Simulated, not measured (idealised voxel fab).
The process module presented herein is designated voxel self aligned contacts.
The cross-section on display is named cut; it measures 205 nm wide, and its cells are 5 nm squares.
A cross-section is a grid of square cells, given in bands from the top down. A band is one or more rows of cells. Band: top height; bottom height; in nm. Then, left to right: material with width in nm, for each material. "full width": a single material spanning edge to edge. "air": empty space. Height 0 is the level under which the wafer as received is all one material. The lowest band goes on downwards, as in "0 nm and below". Note: "30..40" means the width goes from the first number (top row of the band) to the second number (bottom row) in equal steps per row of cells. For the purposes of this document, the phrase "identical to before" attached to a step denotes that no cell within the cross-section was modified by that step. The label "Closed cavity list" introduces a list of the empty spaces, 8 cells or larger, that have no open way up to the top; each entry in it reads width x height at distance, where the distance is taken from the left edge and all three are stated in nm. Anything after a step's settings on that line? It's the simulator's own note about the step. overlay nm: how far to the right of its planned place the mask lay on this masked step (negative: to the left).

### plan
| 1 | RECEIVE with material Si |
| 2 | CONFORMAL_DEP with material SiO2, thk nm 5 |
| 3 | DIRECTIONAL_DEP with material polySi, thk nm 20 |
| 4 | DIRECTIONAL_DEP with material SiN, thk nm 20 |
| 5 | MASKED_ETCH with tone cover, mask id GATE, width nm 25, pitch nm 50, etch materials SiN, depth nm 20, overlay nm 0 |
| 6 | MASKED_ETCH with tone cover, mask id GATE, width nm 25, pitch nm 50, etch materials polySi, depth nm 20, overlay nm 0 |
| 7 | CONFORMAL_DEP with material SiN, thk nm 5 |
| 8 | DIRECTIONAL_ETCH with etch materials SiN, depth nm 5 |
| 9 | FILL_DEP with material SiO2, thk nm 15 |
| 10 | CMP with height nm 50 |
| 11 | PATTERN with tone open, mask id CONTACT, material resist, width nm 35, pitch nm 50, thk nm 15, overlay nm 0 |
| 12 | DIRECTIONAL_ETCH with etch materials SiO2, depth nm 50 |
| 13 | STRIP with etch materials resist |
| 14 | CONFORMAL_DEP with material TiN, thk nm 5 |
| 15 | FILL_DEP with material W, thk nm 10 |
| 16 | CMP with height nm 50 |
| 17 | CONFORMAL_DEP with material SiCN, thk nm 5 |

### Incoming wafer in cross-section (state: after step 1)
> 0 nm and below: Si full width
> Closed cavity list: none

### One mistake in running the module, otherwise start and plan as above: cross-section at the end
> 55 nm to 50 nm: SiCN full width
> 50 nm to 40 nm: 60 SiO2; 5..10 TiN; 25..15 W; 5..10 TiN; 15 SiO2; 5..10 TiN; 25..15 W; 5..10 TiN; 60 SiO2
> 40 nm to 25 nm: 40 SiO2; 25 SiN; 5 TiN; 15 W; 5 TiN; 25 SiN; 5 TiN; 15 W; 5 TiN; 25 SiN; 40 SiO2
> 25 nm to 5 nm: 40 SiO2; 25 polySi; 5 TiN; 15 W; 5 TiN; 25 polySi; 5 TiN; 15 W; 5 TiN; 25 polySi; 40 SiO2
> 5 nm to 0 nm: 65 SiO2; 25 TiN; 25 SiO2; 25 TiN; 65 SiO2
> 0 nm and below: Si full width
> Closed cavity list: none
Against the plan, the run slipped here: step 7 of the plan was omitted and not executed
